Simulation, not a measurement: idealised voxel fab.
A process module follows: voxel air gaps.
Cross-section cut: width 165 nm, square cells of 5 nm.
In this document a cross-section is written as a grid of square cells. It is given as a series of bands, listed from the top down, and a band is one or more rows of cells.
Band entry format. Leading values: height of top, height of bottom, nm. Remainder: materials in left-to-right order, each with its width in nm. Special words: "full width" on a single material, which then fills the band edge to edge; "blank", empty space.
Height is counted from the level 0, under which the received wafer is composed throughout of one material. The lowest of the bands is not closed at the bottom but continues downward, in the notation "from 0 down".
Width: "30..40" (first number = top row, second number = bottom row, same change from row to row of cells).
"identical to before" -> step changed no cross-section cell.
Enclosed voids (no open way to top), threshold 8 cells or more, entry "Sealed cavities", notation width x height at distance, distance from left edge, nm.
Where a step's line continues beyond its settings, the continuation is a remark by the simulator itself on that step.
What "overlay nm" on a step's line means: if the step has a mask, that mask lay this far to the right of its planned place, or, when the value is negative, to the left.

LISTED BELOW ARE THE PROCESS STEPS AS PLANNED
1: RECEIVE | material Si
2: CONFORMAL_DEP | material SiO2 | thk nm 10
3: CONFORMAL_DEP | material SiN | thk nm 5
4: DIRECTIONAL_DEP | material lowk | thk nm 35
5: PATTERN | tone open | mask id LINES | material resist | width nm 15 | pitch nm 40 | thk nm 15 | overlay nm 0
6: DIRECTIONAL_ETCH | etch materials lowk | depth nm 35
7: STRIP | etch materials resist
8: CONFORMAL_DEP | material TiN | thk nm 5
9: FILL_DEP | material W | thk nm 5
10: CMP | height nm 50
11: EPI | material Ru | thk nm 10
12: SELECTIVE_ETCH | etch materials lowk | depth nm 45
13: CONFORMAL_DEP | material SiCN | thk nm 5
The plan shows the thk nm of step 13 as the first wafer had it; this setting differs between the wafers, which start out alike.

SECTIONAL VIEW: FIRST OF SEVERAL WAFERS, AS RECEIVED, AFTER STEP 1
> from 0 down = Si full width
> Sealed cavities: none

QUICK KEY FOR THE TABLE: A ROW PER WAFER, TAKEN AT THE END OF THE MODULE. FOR EACH MATERIAL IT TELLS YOU HOW MANY CELLS THE WAFER GAINED (+) OR LOST (-) SINCE IT CAME IN, AND THE CLOSED VOIDS COME AFTER
thk nm 5, +42 Ru, +103 SiCN, +33 SiN, +66 SiO2, +45 TiN, +18 W, Sealed cavities: 15 x 25 at 55; 15 x 25 at 95
thk nm 10, +42 Ru, +162 SiCN, +33 SiN, +66 SiO2, +45 TiN, +18 W, Sealed cavities: 15 x 25 at 55; 15 x 25 at 95
thk nm 15, +42 Ru, +221 SiCN, +33 SiN, +66 SiO2, +45 TiN, +18 W, Sealed cavities: 15 x 25 at 55; 15 x 25 at 95
thk nm 20, +42 Ru, +276 SiCN, +33 SiN, +66 SiO2, +45 TiN, +18 W, Sealed cavities: 15 x 25 at 55; 15 x 25 at 95
